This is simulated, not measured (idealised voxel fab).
process module | voxel self aligned contacts
cross-section cut | 270 nm wide | cells 5 nm
A cross-section is a grid of square cells, given in bands from the top down. A band is one or more rows of cells.
Each band's line starts with the height of the band's top and of its bottom, in nm. Then come its materials from left to right, each with its width in nm. One material with "throughout" fills the band from edge to edge. "air" is empty space.
Height 0 is the level under which the wafer as received is all one material. The lowest band goes on downwards, as in "0 down".
A width such as "30 to 40" changes by the same amount from each row of cells to the next, from the band's top row to its bottom row.
"no change" after a step means that no cell of the cross-section changed.
closed voids: empty space of 8 cells or more with no open way to the top, each as width x height at its distance from the left edge, in nm
after a step's settings: what the simulator itself notes on the step
overlay nm, on a step with a mask: how far to the right of its planned place the mask lay; to the left if negative
plan
1 op RECEIVE | material Si
2 op CONFORMAL_DEP | material SiO2 | thk nm 5
3 op DIRECTIONAL_DEP | material polySi | thk nm 25
4 op DIRECTIONAL_DEP | material SiN | thk nm 25
5 op MASKED_ETCH | tone cover | mask id GATE | width nm 30 | pitch nm 70 | etch materials SiN | depth nm 25 | overlay nm 0
6 op MASKED_ETCH | tone cover | mask id GATE | width nm 30 | pitch nm 70 | etch materials polySi | depth nm 25 | overlay nm 0
7 op CONFORMAL_DEP | material SiN | thk nm 10
8 op DIRECTIONAL_ETCH | etch materials SiN | depth nm 10
9 op FILL_DEP | material SiO2 | thk nm 15
10 op CMP | height nm 65
11 op MASKED_ETCH | tone open | mask id CONTACT | width nm 50 | pitch nm 70 | etch materials SiO2 | depth nm 65 | overlay nm 0
12 op CONFORMAL_DEP | material TiN | thk nm 5
13 op FILL_DEP | material W | thk nm 5
14 op CMP | height nm 65
15 op CONFORMAL_DEP | material SiN | thk nm 5
first wafer, as planned
as received, after step 1
  0 down: Si throughout
  closed voids: none
after step 2
  5 to 0: SiO2 throughout
  below 0: unchanged
after step 3
  30 to 5: polySi throughout
  below 5: unchanged
after step 4
  55 to 30: SiN throughout
  below 30: unchanged
after step 5
  55 to 30: air 50 | SiN 30 | air 40 | SiN 30 | air 40 | SiN 30 | air 50
  below 30: unchanged
after step 6
  55 to 30: air 50 | SiN 30 | air 40 | SiN 30 | air 40 | SiN 30 | air 50
  30 to 5: air 50 | polySi 30 | air 40 | polySi 30 | air 40 | polySi 30 | air 50
  below 5: unchanged
after step 7
  65 to 30: air 40 | SiN 50 | air 20 | SiN 50 | air 20 | SiN 50 | air 40
  30 to 15: air 40 | SiN 10 | polySi 30 | SiN 10 | air 20 | SiN 10 | polySi 30 | SiN 10 | air 20 | SiN 10 | polySi 30 | SiN 10 | air 40
  15 to 5: SiN 50 | polySi 30 | SiN 40 | polySi 30 | SiN 40 | polySi 30 | SiN 50
  below 5: unchanged
after step 8
  55 to 30: air 40 | SiN 50 | air 20 | SiN 50 | air 20 | SiN 50 | air 40
  30 to 5: air 40 | SiN 10 | polySi 30 | SiN 10 | air 20 | SiN 10 | polySi 30 | SiN 10 | air 20 | SiN 10 | polySi 30 | SiN 10 | air 40
  below 5: unchanged
after step 9
  70 to 55: SiO2 throughout
  55 to 30: SiO2 40 | SiN 50 | SiO2 20 | SiN 50 | SiO2 20 | SiN 50 | SiO2 40
  30 to 5: SiO2 40 | SiN 10 | polySi 30 | SiN 10 | SiO2 20 | SiN 10 | polySi 30 | SiN 10 | SiO2 20 | SiN 10 | polySi 30 | SiN 10 | SiO2 40
  below 5: unchanged
after step 10
  65 to 55: SiO2 throughout
  below 55: unchanged
after step 11
  65 to 55: SiO2 75 | air 50 | SiO2 20 | air 50 | SiO2 75
  55 to 30: SiO2 40 | SiN 50 | air 20 | SiN 50 | air 20 | SiN 50 | SiO2 40
  30 to 5: SiO2 40 | SiN 10 | polySi 30 | SiN 10 | air 20 | SiN 10 | polySi 30 | SiN 10 | air 20 | SiN 10 | polySi 30 | SiN 10 | SiO2 40
  5 to 0: SiO2 90 | air 20 | SiO2 50 | air 20 | SiO2 90
  below 0: unchanged
after step 12
  70 to 65: TiN 80 | air 40 | TiN 30 | air 40 | TiN 80
  65 to 55: SiO2 75 | TiN 5 to 20 | air 40 to 10 | TiN 5 to 20 | SiO2 20 | TiN 5 to 20 | air 40 to 10 | TiN 5 to 20 | SiO2 75
  55 to 30: SiO2 40 | SiN 50 | TiN 5 | air 10 | TiN 5 | SiN 50 | TiN 5 | air 10 | TiN 5 | SiN 50 | SiO2 40
  30 to 5: SiO2 40 | SiN 10 | polySi 30 | SiN 10 | TiN 5 | air 10 | TiN 5 | SiN 10 | polySi 30 | SiN 10 | TiN 5 | air 10 | TiN 5 | SiN 10 | polySi 30 | SiN 10 | SiO2 40
  5 to 0: SiO2 90 | TiN 20 | SiO2 50 | TiN 20 | SiO2 90
  below 0: unchanged
after step 13
  75 to 70: W throughout
  70 to 65: TiN 80 | W 40 | TiN 30 | W 40 | TiN 80
  65 to 55: SiO2 75 | TiN 5 to 20 | W 40 to 10 | TiN 5 to 20 | SiO2 20 | TiN 5 to 20 | W 40 to 10 | TiN 5 to 20 | SiO2 75
  55 to 30: SiO2 40 | SiN 50 | TiN 5 | W 10 | TiN 5 | SiN 50 | TiN 5 | W 10 | TiN 5 | SiN 50 | SiO2 40
  30 to 5: SiO2 40 | SiN 10 | polySi 30 | SiN 10 | TiN 5 | W 10 | TiN 5 | SiN 10 | polySi 30 | SiN 10 | TiN 5 | W 10 | TiN 5 | SiN 10 | polySi 30 | SiN 10 | SiO2 40
  below 5: unchanged
after step 14
  65 to 55: SiO2 75 | TiN 5 to 20 | W 40 to 10 | TiN 5 to 20 | SiO2 20 | TiN 5 to 20 | W 40 to 10 | TiN 5 to 20 | SiO2 75
  below 55: unchanged
after step 15
  70 to 65: SiN throughout
  below 65: unchanged
second wafer: like start, like plan, one mistake. Through step 4 it matches the first wafer
when step 5 should have ended
  55 to 40: air 50 | SiN 30 | air 40 | SiN 30 | air 40 | SiN 30 | air 50
  below 40: unchanged
when step 6 should have ended: no change
when step 7 should have ended
  65 to 50: air 40 | SiN 50 | air 20 | SiN 50 | air 20 | SiN 50 | air 40
  50 to 30: SiN throughout
  below 30: unchanged
when step 8 should have ended
  55 to 40: air 40 | SiN 50 | air 20 | SiN 50 | air 20 | SiN 50 | air 40
  below 40: unchanged
when step 9 should have ended
  70 to 55: SiO2 throughout
  55 to 40: SiO2 40 | SiN 50 | SiO2 20 | SiN 50 | SiO2 20 | SiN 50 | SiO2 40
  below 40: unchanged
when step 10 should have ended
  65 to 55: SiO2 throughout
  below 55: unchanged
when step 11 should have ended
  65 to 55: SiO2 75 | air 50 | SiO2 20 | air 50 | SiO2 75
  55 to 40: SiO2 40 | SiN 50 | air 20 | SiN 50 | air 20 | SiN 50 | SiO2 40
  below 40: unchanged
when step 12 should have ended
  70 to 65: TiN 80 | air 40 | TiN 30 | air 40 | TiN 80
  65 to 55: SiO2 75 | TiN 5 to 20 | air 40 to 10 | TiN 5 to 20 | SiO2 20 | TiN 5 to 20 | air 40 to 10 | TiN 5 to 20 | SiO2 75
  55 to 45: SiO2 40 | SiN 50 | TiN 5 | air 10 | TiN 5 | SiN 50 | TiN 5 | air 10 | TiN 5 | SiN 50 | SiO2 40
  45 to 40: SiO2 40 | SiN 50 | TiN 20 | SiN 50 | TiN 20 | SiN 50 | SiO2 40
  below 40: unchanged
when step 13 should have ended
  75 to 70: W throughout
  70 to 65: TiN 80 | W 40 | TiN 30 | W 40 | TiN 80
  65 to 55: SiO2 75 | TiN 5 to 20 | W 40 to 10 | TiN 5 to 20 | SiO2 20 | TiN 5 to 20 | W 40 to 10 | TiN 5 to 20 | SiO2 75
  55 to 45: SiO2 40 | SiN 50 | TiN 5 | W 10 | TiN 5 | SiN 50 | TiN 5 | W 10 | TiN 5 | SiN 50 | SiO2 40
  below 45: unchanged
when step 14 should have ended
  65 to 55: SiO2 75 | TiN 5 to 20 | W 40 to 10 | TiN 5 to 20 | SiO2 20 | TiN 5 to 20 | W 40 to 10 | TiN 5 to 20 | SiO2 75
  below 55: unchanged
when step 15 should have ended
  70 to 65: SiN throughout
  below 65: unchanged
what went wrong: step 5 ran as: op MASKED_ETCH | tone cover | mask id GATE | width nm 30 | pitch nm 70 | etch materials SiN | depth nm 15 | overlay nm 0
at the end the second wafer has, in cells: 12 fewer of SiN | 104 fewer of SiO2 | 32 fewer of TiN | 32 fewer of W | 180 more of polySi
